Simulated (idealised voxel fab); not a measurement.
Documented hereafter: the process module known as voxel transistor to metal.
Section cut is 295 nm wide and gridded with 5 nm square cells.
We lay out every cross-section as a grid of square cells and spell it out in bands from the top down, where one band means one or more rows of cells.
Band: top height; bottom height; in nm. Then, left to right: material with width in nm, for each material. "full width": a single material spanning edge to edge. "empty": empty space.
Measure heights from 0. That's the level where, below it, the as-received wafer is all one material. The lowest band is bottomless and extends downward; write it as in "top 0, no bottom".
Read "30 to 40" as a graded width: first number on top, second number at the bottom, same change between each pair of neighbouring rows.
Take "nothing changed" at face value: in the step it is given for, the cross-section changed in none of its cells.
Closed-off voids of 8+ cells (no open route to the top) go in "Closed-off voids", written width x height at distance from the left edge, in nm.
If you see something after the settings on a step's line, that's the simulator's own remark about that step.
overlay nm: where the mask lay relative to plan, measured to the right, on steps with a mask; negatives go left.

Planned step list for the process
| 1 | RECEIVE with material Si |
| 2 | CONFORMAL_DEP with material SiO2, thk nm 5 |
| 3 | CONFORMAL_DEP with material SiN, thk nm 10 |
| 4 | MASKED_ETCH with tone cover, mask id ACTIVE, width nm 115, pitch nm 135, etch materials SiN, depth nm 10, overlay nm 0 |
| 5 | MASKED_ETCH with tone cover, mask id ACTIVE, width nm 115, pitch nm 135, etch materials SiO2, depth nm 5, overlay nm 0 |
| 6 | MASKED_ETCH with tone cover, mask id ACTIVE, width nm 115, pitch nm 135, etch materials Si, depth nm 20, overlay nm 0 |
| 7 | FILL_DEP with material SiO2, thk nm 15 |
| 8 | CMP with height nm 15 |
| 9 | SELECTIVE_ETCH with etch materials SiO2, depth nm 10 |
| 10 | STRIP with etch materials SiN |
| 11 | SELECTIVE_ETCH with etch materials SiO2, depth nm 5 |
| 12 | OXIDIZE with depth nm 5 |
| 13 | DIRECTIONAL_DEP with material polySi, thk nm 30 |
| 14 | DIRECTIONAL_DEP with material SiCN, thk nm 15 |
| 15 | DIRECTIONAL_DEP with material aC, thk nm 15 |
| 16 | PATTERN with tone cover, mask id GATE, material resist, width nm 25, pitch nm 135, thk nm 35, overlay nm 0 |
| 17 | DIRECTIONAL_ETCH with etch materials aC, depth nm 15 |
| 18 | STRIP with etch materials resist |
| 19 | DIRECTIONAL_ETCH with etch materials SiCN, depth nm 25 |
| 20 | DIRECTIONAL_ETCH with etch materials polySi, depth nm 40 |
| 21 | STRIP with etch materials aC |
| 22 | CONFORMAL_DEP with material SiO2, thk nm 5 |
| 23 | DIRECTIONAL_ETCH with etch materials SiO2, depth nm 5 |
| 24 | CONFORMAL_DEP with material SiN, thk nm 10 |
| 25 | DIRECTIONAL_ETCH with etch materials SiN, depth nm 10 |
| 26 | DIRECTIONAL_ETCH with etch materials SiO2, depth nm 5 |
| 27 | DIRECTIONAL_ETCH with etch materials Si, depth nm 10 |
| 28 | EPI with material SiGe, thk nm 10 |
| 29 | FILL_DEP with material SiO2, thk nm 5 |
| 30 | CMP with height nm 30 |
| 31 | STRIP with etch materials polySi |
| 32 | SELECTIVE_ETCH with etch materials SiO2, depth nm 5 |
| 33 | CONFORMAL_DEP with material HfO2, thk nm 5 |
| 34 | CONFORMAL_DEP with material TiN, thk nm 5 |
| 35 | FILL_DEP with material W, thk nm 10 |
| 36 | CMP with height nm 25 |
| 37 | DIRECTIONAL_DEP with material SiO2, thk nm 10 |
| 38 | MASKED_ETCH with tone open, mask id CONTACT, width nm 20, etch materials SiO2, depth nm 40, overlay nm 0 |
| 39 | CONFORMAL_DEP with material TiN, thk nm 5 |
| 40 | FILL_DEP with material W, thk nm 5 |
| 41 | CMP with height nm 35 |
| 42 | CONFORMAL_DEP with material SiN, thk nm 5 |
| 43 | DIRECTIONAL_DEP with material lowk, thk nm 15 |
| 44 | MASKED_ETCH with tone open, mask id METAL_1, width nm 20, etch materials lowk, depth nm 15, overlay nm 0 |
| 45 | MASKED_ETCH with tone open, mask id METAL_1, width nm 20, etch materials SiN, depth nm 5, overlay nm 0 |
| 46 | CONFORMAL_DEP with material TiN, thk nm 5 |
| 47 | FILL_DEP with material Cu, thk nm 10 |
| 48 | CMP with height nm 55 |
| 49 | CONFORMAL_DEP with material SiCN, thk nm 5 |
| 50 | DIRECTIONAL_DEP with material lowk, thk nm 30 |
| 51 | DIRECTIONAL_DEP with material aC, thk nm 10 |
| 52 | PATTERN with tone open, mask id METAL_2_HOLES, material resist, width nm 15, pitch nm 135, thk nm 30, overlay nm 0 |
| 53 | DIRECTIONAL_ETCH with etch materials aC, depth nm 10 |
| 54 | STRIP with etch materials resist |
| 55 | DIRECTIONAL_ETCH with etch materials lowk, depth nm 30 |
| 56 | STRIP with etch materials aC |
| 57 | PATTERN with tone open, mask id METAL_2, material resist, width nm 20, pitch nm 135, thk nm 15, overlay nm 0 |
| 58 | DIRECTIONAL_ETCH with etch materials lowk, depth nm 15 |
| 59 | DIRECTIONAL_ETCH with etch materials SiCN, depth nm 5 |
| 60 | STRIP with etch materials resist |
| 61 | CONFORMAL_DEP with material TiN, thk nm 5 |
| 62 | FILL_DEP with material Ru, thk nm 10 |
| 63 | CMP with height nm 90 |
| 64 | CONFORMAL_DEP with material SiCN, thk nm 5 |

The cross-section here shows the wafer as received, i.e. in its state after step 1
- top 0, no bottom: Si full width
- Closed-off voids: none

Below is the wafer in cross-section after the module was completed. It began from the starting point shown above and followed the plan shown above, except that one mistake was made while running it
- top 95, bottom 90: SiCN full width
- top 90, bottom 80: 25 nm lowk; 5 nm TiN; 10 nm Ru; 5 nm TiN; 115 nm lowk; 5 nm TiN; 10 nm Ru; 5 nm TiN; 115 nm lowk
- top 80, bottom 75: 25 nm lowk; 5 nm TiN; 5 nm Ru; 10 nm TiN; 115 nm lowk; 5 nm TiN; 5 nm Ru; 10 nm TiN; 115 nm lowk
- top 75, bottom 60: 25 nm lowk; 5 nm TiN; 5 nm Ru; 5 nm TiN; 120 nm lowk; 5 nm TiN; 5 nm Ru; 5 nm TiN; 120 nm lowk
- top 60, bottom 55: 25 nm SiCN; 15 nm TiN; 120 nm SiCN; 15 nm TiN; 120 nm SiCN
- top 55, bottom 40: 25 nm lowk; 5 nm TiN; 10 nm Cu; 5 nm TiN; 65 nm lowk; 5 nm TiN; 10 nm Cu; 5 nm TiN; 30 nm lowk; 5 nm TiN; 10 nm Cu; 5 nm TiN; 65 nm lowk; 5 nm TiN; 10 nm Cu; 5 nm TiN; 30 nm lowk
- top 40, bottom 35: 25 nm SiN; 20 nm TiN; 65 nm SiN; 20 nm TiN; 30 nm SiN; 20 nm TiN; 65 nm SiN; 20 nm TiN; 30 nm SiN
- top 35, bottom 25: 25 nm SiO2; 5 nm TiN; 10 nm W; 5 nm TiN; 65 nm SiO2; 5 nm TiN; 10 nm W; 5 nm TiN; 30 nm SiO2; 5 nm TiN; 10 nm W; 5 nm TiN; 65 nm SiO2; 5 nm TiN; 10 nm W; 5 nm TiN; 30 nm SiO2
- top 25, bottom 15: 25 nm SiO2; 5 nm TiN; 10 to 5 nm W; 5 to 10 nm TiN; 5 nm SiO2; 10 nm SiN; 5 nm HfO2; 5 nm TiN; 15 nm W; 5 nm TiN; 5 nm HfO2; 10 nm SiN; 5 nm SiO2; 5 to 10 nm TiN; 10 to 5 nm W; 5 nm TiN; 30 nm SiO2; 5 nm TiN; 10 to 5 nm W; 5 to 10 nm TiN; 5 nm SiO2; 10 nm SiN; 5 nm HfO2; 5 nm TiN; 15 nm W; 5 nm TiN; 5 nm HfO2; 10 nm SiN; 5 nm SiO2; 5 to 10 nm TiN; 10 to 5 nm W; 5 nm TiN; 30 nm SiO2
- top 15, bottom 10: 25 nm SiO2; 5 nm TiN; 5 nm W; 5 nm TiN; 10 nm SiO2; 10 nm SiN; 5 nm HfO2; 5 nm TiN; 15 nm W; 5 nm TiN; 5 nm HfO2; 10 nm SiN; 10 nm SiO2; 5 nm TiN; 5 nm W; 5 nm TiN; 30 nm SiO2; 5 nm TiN; 5 nm W; 5 nm TiN; 10 nm SiO2; 10 nm SiN; 5 nm HfO2; 5 nm TiN; 15 nm W; 5 nm TiN; 5 nm HfO2; 10 nm SiN; 10 nm SiO2; 5 nm TiN; 5 nm W; 5 nm TiN; 30 nm SiO2
- top 10, bottom 5: 25 nm SiO2; 15 nm TiN; 10 nm SiO2; 10 nm SiN; 5 nm HfO2; 5 nm TiN; 15 nm W; 5 nm TiN; 5 nm HfO2; 10 nm SiN; 10 nm SiO2; 15 nm TiN; 30 nm SiO2; 15 nm TiN; 10 nm SiO2; 10 nm SiN; 5 nm HfO2; 5 nm TiN; 15 nm W; 5 nm TiN; 5 nm HfO2; 10 nm SiN; 10 nm SiO2; 15 nm TiN; 30 nm SiO2
- top 5, bottom 0: 40 nm SiO2; 10 nm SiGe; 10 nm SiN; 5 nm HfO2; 25 nm TiN; 5 nm HfO2; 10 nm SiN; 10 nm SiGe; 60 nm SiO2; 10 nm SiGe; 10 nm SiN; 5 nm HfO2; 25 nm TiN; 5 nm HfO2; 10 nm SiN; 10 nm SiGe; 45 nm SiO2
- top 0, bottom -5: 40 nm SiO2; 10 nm SiGe; 10 nm SiO2; 35 nm HfO2; 10 nm SiO2; 10 nm SiGe; 60 nm SiO2; 10 nm SiGe; 10 nm SiO2; 35 nm HfO2; 10 nm SiO2; 10 nm SiGe; 45 nm SiO2
- top -5, bottom -15: 20 nm SiO2; 30 nm SiGe; 55 nm Si; 30 nm SiGe; 20 nm SiO2; 30 nm SiGe; 55 nm Si; 30 nm SiGe; 25 nm SiO2
- top -15, bottom -20: 20 nm SiO2; 115 nm Si; 20 nm SiO2; 115 nm Si; 25 nm SiO2
- top -20, no bottom: Si full width
- Closed-off voids: none
Nonconformance to the process plan: steps 37 and 38 of the plan were each performed in the slot designated for the other
